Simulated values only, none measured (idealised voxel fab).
process module | voxel self aligned contacts
cross-section cut | 235 nm wide | cells 5 nm
A cross-section is a grid of square cells, given in bands from the top down. A band is one or more rows of cells.
Each band's line starts with the height of the band's top and of its bottom, in nm. Then come its materials from left to right, each with its width in nm. One material with "throughout" fills the band from edge to edge. "air" is empty space.
Height 0 is the level under which the wafer as received is all one material. The lowest band goes on downwards, as in "0 down".
A width such as "30 to 40" changes by the same amount from each row of cells to the next, from the band's top row to its bottom row.
"no change" after a step means that no cell of the cross-section changed.
closed voids: empty space of 8 cells or more with no open way to the top, each as width x height at its distance from the left edge, in nm
after a step's settings: what the simulator itself notes on the step
overlay nm, on a step with a mask: how far to the right of its planned place the mask lay; to the left if negative
plan
1 op RECEIVE | material Si
2 op CONFORMAL_DEP | material SiO2 | thk nm 5
3 op DIRECTIONAL_DEP | material polySi | thk nm 30
4 op DIRECTIONAL_DEP | material SiN | thk nm 20
5 op DIRECTIONAL_DEP | material aC | thk nm 15
6 op PATTERN | tone cover | mask id GATE | material resist | width nm 25 | pitch nm 60 | thk nm 30 | overlay nm 0
7 op DIRECTIONAL_ETCH | etch materials aC | depth nm 15
8 op STRIP | etch materials resist
9 op DIRECTIONAL_ETCH | etch materials SiN | depth nm 20
10 op DIRECTIONAL_ETCH | etch materials polySi | depth nm 30
11 op STRIP | etch materials aC
12 op CONFORMAL_DEP | material SiN | thk nm 10
13 op DIRECTIONAL_ETCH | etch materials SiN | depth nm 10
14 op FILL_DEP | material SiO2 | thk nm 15
15 op CMP | height nm 65
16 op MASKED_ETCH | tone open | mask id CONTACT | width nm 45 | pitch nm 60 | etch materials SiO2 | depth nm 65 | overlay nm 0
17 op CONFORMAL_DEP | material TiN | thk nm 5
18 op FILL_DEP | material W | thk nm 5
19 op CMP | height nm 65
20 op CONFORMAL_DEP | material SiN | thk nm 5
as received, after step 1
  0 down: Si throughout
  closed voids: none
a wafer at the end: this start, this plan, one mistake
  70 to 65: SiN throughout
  65 to 55: SiO2 65 | TiN 5 to 20 | W 35 to 10 | TiN 5 to 15 | SiO2 15 | TiN 5 to 20 | W 35 to 10 | TiN 5 to 15 | SiO2 65
  55 to 35: SiO2 40 | SiN 40 | TiN 5 | W 10 | TiN 5 | SiN 40 | TiN 5 | W 10 | TiN 5 | SiN 40 | SiO2 35
  35 to 5: SiO2 40 | SiN 10 | polySi 20 | SiN 10 | TiN 5 | W 10 | TiN 5 | SiN 10 | polySi 20 | SiN 10 | TiN 5 | W 10 | TiN 5 | SiN 10 | polySi 20 | SiN 10 | SiO2 35
  5 to 0: SiO2 80 | TiN 20 | SiO2 40 | TiN 20 | SiO2 75
  0 down: Si throughout
  closed voids: none
what went wrong: step 6 ran as: op PATTERN | tone cover | mask id GATE | material resist | width nm 20 | pitch nm 60 | thk nm 30 | overlay nm 0
